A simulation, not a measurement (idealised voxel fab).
Name of the process module below: voxel fin reveal
It is cross-section cut that appears here, measuring 290 nm in width, its square cells being 5 nm in size.
A cross-section in this document is a grid of square cells, and it is written down as bands, the top band listed before the ones below it; a band is made up of one or more rows of cells.
First you get the band's top height and its bottom height, in nm, and then the materials it's made of, left to right, with each width in nm. If you see a single material with "all across", that one covers the band edge to edge. "air" is empty space.
Height reference: 0 = level under which incoming wafer is all one material. Lowest band: no bottom, runs on downward, e.g. "0 -> down".
The width entry "30 to 40" should be interpreted row by row: the top row of cells in the band takes the first number, the bottom row takes the second number, and the change between adjacent rows is uniform throughout.
Where the words "no alterations made" appear for a step, the cross-section shows no cell changed by that step; every cell remained as before.
Entry "Trapped void list" = empty spaces >= 8 cells with no open way to the top; each as width x height at distance, distance from left edge, all nm.
Past the settings on a step's line: simulator remark, on that step.
overlay nm: step with mask; distance mask lay right of planned place; negative value = left of planned place.

-- Below is the list of planned process steps
| 1 | op RECEIVE | material Si |
| 2 | op CONFORMAL_DEP | material SiN | thk nm 5 |
| 3 | op DIRECTIONAL_DEP | material aC | thk nm 10 |
| 4 | op PATTERN | tone cover | mask id FINS | material resist | width nm 15 | pitch nm 35 | thk nm 30 | overlay nm 0 |
| 5 | op DIRECTIONAL_ETCH | etch materials aC | depth nm 10 |
| 6 | op STRIP | etch materials resist |
| 7 | op DIRECTIONAL_ETCH | etch materials SiN | depth nm 5 |
| 8 | op DIRECTIONAL_ETCH | etch materials Si | depth nm 30 |
| 9 | op STRIP | etch materials aC |
| 10 | op OXIDIZE | depth nm 5 |
| 11 | op FILL_DEP | material SiO2 | thk nm 15 |
| 12 | op CMP | height nm 5 |
| 13 | op SELECTIVE_ETCH | etch materials SiO2 | depth nm 20 |
| 14 | op STRIP | etch materials SiN |
| 15 | op CONFORMAL_DEP | material HfO2 | thk nm 5 |

-- The first of the two wafers, which ran as planned

-- Cross-sectional view of the wafer in its as-received condition, corresponding to the state after step 1
0 -> down  Si all across
Trapped void list: none

-- Step 2 complete: cross-section through the wafer
5 -> 0  SiN all across
Rest of section, below 0: as before.

-- Step 3 complete: cross-section through the wafer
15 -> 5  aC all across
Rest of section, below 5: as before.

-- Step 4 complete: cross-section through the wafer
45 -> 15  air 120 nm; resist 15 nm; air 20 nm; resist 15 nm; air 120 nm
Rest of section, below 15: as before.

-- Step 5 complete: cross-section through the wafer
35 -> 15  air 120 nm; resist 15 nm; air 20 nm; resist 15 nm; air 120 nm
15 -> 5  air 120 nm; aC 15 nm; air 20 nm; aC 15 nm; air 120 nm
Rest of section, below 5: as before.

-- Step 6 complete: cross-section through the wafer
15 -> 5  air 120 nm; aC 15 nm; air 20 nm; aC 15 nm; air 120 nm
Rest of section, below 5: as before.

-- Step 7 complete: cross-section through the wafer
15 -> 5  air 120 nm; aC 15 nm; air 20 nm; aC 15 nm; air 120 nm
5 -> 0  air 120 nm; SiN 15 nm; air 20 nm; SiN 15 nm; air 120 nm
Rest of section, below 0: as before.

-- Step 8 complete: cross-section through the wafer
15 -> 5  air 120 nm; aC 15 nm; air 20 nm; aC 15 nm; air 120 nm
5 -> 0  air 120 nm; SiN 15 nm; air 20 nm; SiN 15 nm; air 120 nm
0 -> -30  air 120 nm; Si 15 nm; air 20 nm; Si 15 nm; air 120 nm
Rest of section, below -30: as before.

-- Step 9 complete: cross-section through the wafer
5 -> 0  air 120 nm; SiN 15 nm; air 20 nm; SiN 15 nm; air 120 nm
Rest of section, below 0: as before.

-- Step 10 complete: cross-section through the wafer
5 -> 0  air 120 nm; SiN 15 nm; air 20 nm; SiN 15 nm; air 120 nm
0 -> -30  air 120 nm; SiO2 5 nm; Si 5 nm; SiO2 5 nm; air 20 nm; SiO2 5 nm; Si 5 nm; SiO2 5 nm; air 120 nm
-30 -> -35  SiO2 125 nm; Si 5 nm; SiO2 30 nm; Si 5 nm; SiO2 125 nm
Rest of section, below -35: as before.

-- Step 11 complete: cross-section through the wafer
20 -> 5  SiO2 all across
5 -> 0  SiO2 120 nm; SiN 15 nm; SiO2 20 nm; SiN 15 nm; SiO2 120 nm
0 -> -35  SiO2 125 nm; Si 5 nm; SiO2 30 nm; Si 5 nm; SiO2 125 nm
Rest of section, below -35: as before.

-- Step 12 complete: cross-section through the wafer
5 -> 0  SiO2 120 nm; SiN 15 nm; SiO2 20 nm; SiN 15 nm; SiO2 120 nm
Rest of section, below 0: as before.

-- Step 13 complete: cross-section through the wafer
5 -> 0  air 120 nm; SiN 15 nm; air 20 nm; SiN 15 nm; air 120 nm
0 -> -15  air 125 nm; Si 5 nm; air 30 nm; Si 5 nm; air 125 nm
Rest of section, below -15: as before.

-- Step 14 complete: cross-section through the wafer
0 -> -15  air 125 nm; Si 5 nm; air 30 nm; Si 5 nm; air 125 nm
Rest of section, below -15: as before.

-- Step 15 complete: cross-section through the wafer
5 -> 0  air 120 nm; HfO2 15 nm; air 20 nm; HfO2 15 nm; air 120 nm
0 -> -10  air 120 nm; HfO2 5 nm; Si 5 nm; HfO2 5 nm; air 20 nm; HfO2 5 nm; Si 5 nm; HfO2 5 nm; air 120 nm
-10 -> -15  HfO2 125 nm; Si 5 nm; HfO2 30 nm; Si 5 nm; HfO2 125 nm
Rest of section, below -15: as before.

-- Now the other wafer: same start, same recipe, but we messed up one thing when running it. Up to and including step 3 it's the same as the first one

-- At the planned end of step 4, the second wafer in cross-section
45 -> 15  air 120 nm; resist 20 nm; air 15 nm; resist 20 nm; air 115 nm
Rest of section, below 15: as before.

-- At the planned end of step 5, the second wafer in cross-section
35 -> 15  air 120 nm; resist 20 nm; air 15 nm; resist 20 nm; air 115 nm
15 -> 5  air 120 nm; aC 20 nm; air 15 nm; aC 20 nm; air 115 nm
Rest of section, below 5: as before.

-- At the planned end of step 6, the second wafer in cross-section
15 -> 5  air 120 nm; aC 20 nm; air 15 nm; aC 20 nm; air 115 nm
Rest of section, below 5: as before.

-- At the planned end of step 7, the second wafer in cross-section
15 -> 5  air 120 nm; aC 20 nm; air 15 nm; aC 20 nm; air 115 nm
5 -> 0  air 120 nm; SiN 20 nm; air 15 nm; SiN 20 nm; air 115 nm
Rest of section, below 0: as before.

-- At the planned end of step 8, the second wafer in cross-section
15 -> 5  air 120 nm; aC 20 nm; air 15 nm; aC 20 nm; air 115 nm
5 -> 0  air 120 nm; SiN 20 nm; air 15 nm; SiN 20 nm; air 115 nm
0 -> -30  air 120 nm; Si 20 nm; air 15 nm; Si 20 nm; air 115 nm
Rest of section, below -30: as before.

-- At the planned end of step 9, the second wafer in cross-section
5 -> 0  air 120 nm; SiN 20 nm; air 15 nm; SiN 20 nm; air 115 nm
Rest of section, below 0: as before.

-- At the planned end of step 10, the second wafer in cross-section
5 -> 0  air 120 nm; SiN 20 nm; air 15 nm; SiN 20 nm; air 115 nm
0 -> -30  air 120 nm; SiO2 5 nm; Si 10 nm; SiO2 5 nm; air 15 nm; SiO2 5 nm; Si 10 nm; SiO2 5 nm; air 115 nm
-30 -> -35  SiO2 125 nm; Si 10 nm; SiO2 25 nm; Si 10 nm; SiO2 120 nm
Rest of section, below -35: as before.

-- At the planned end of step 11, the second wafer in cross-section
20 -> 5  SiO2 all across
5 -> 0  SiO2 120 nm; SiN 20 nm; SiO2 15 nm; SiN 20 nm; SiO2 115 nm
0 -> -35  SiO2 125 nm; Si 10 nm; SiO2 25 nm; Si 10 nm; SiO2 120 nm
Rest of section, below -35: as before.

-- At the planned end of step 12, the second wafer in cross-section
5 -> 0  SiO2 120 nm; SiN 20 nm; SiO2 15 nm; SiN 20 nm; SiO2 115 nm
Rest of section, below 0: as before.

-- At the planned end of step 13, the second wafer in cross-section
5 -> 0  air 120 nm; SiN 20 nm; air 15 nm; SiN 20 nm; air 115 nm
0 -> -15  air 125 nm; Si 10 nm; air 25 nm; Si 10 nm; air 120 nm
Rest of section, below -15: as before.

-- At the planned end of step 14, the second wafer in cross-section
0 -> -15  air 125 nm; Si 10 nm; air 25 nm; Si 10 nm; air 120 nm
Rest of section, below -15: as before.

-- At the planned end of step 15, the second wafer in cross-section
5 -> 0  air 120 nm; HfO2 20 nm; air 15 nm; HfO2 20 nm; air 115 nm
0 -> -10  air 120 nm; HfO2 5 nm; Si 10 nm; HfO2 5 nm; air 15 nm; HfO2 5 nm; Si 10 nm; HfO2 5 nm; air 115 nm
-10 -> -15  HfO2 125 nm; Si 10 nm; HfO2 25 nm; Si 10 nm; HfO2 120 nm
Rest of section, below -15: as before.
In executing the process, a mistake was made relative to the plan: planned and actual differ for step 4; actual: op PATTERN | tone cover | mask id FINS | material resist | width nm 20 | pitch nm 35 | thk nm 30 | overlay nm 0
at the end the second wafer has, in cells: +14 Si, -8 SiO2
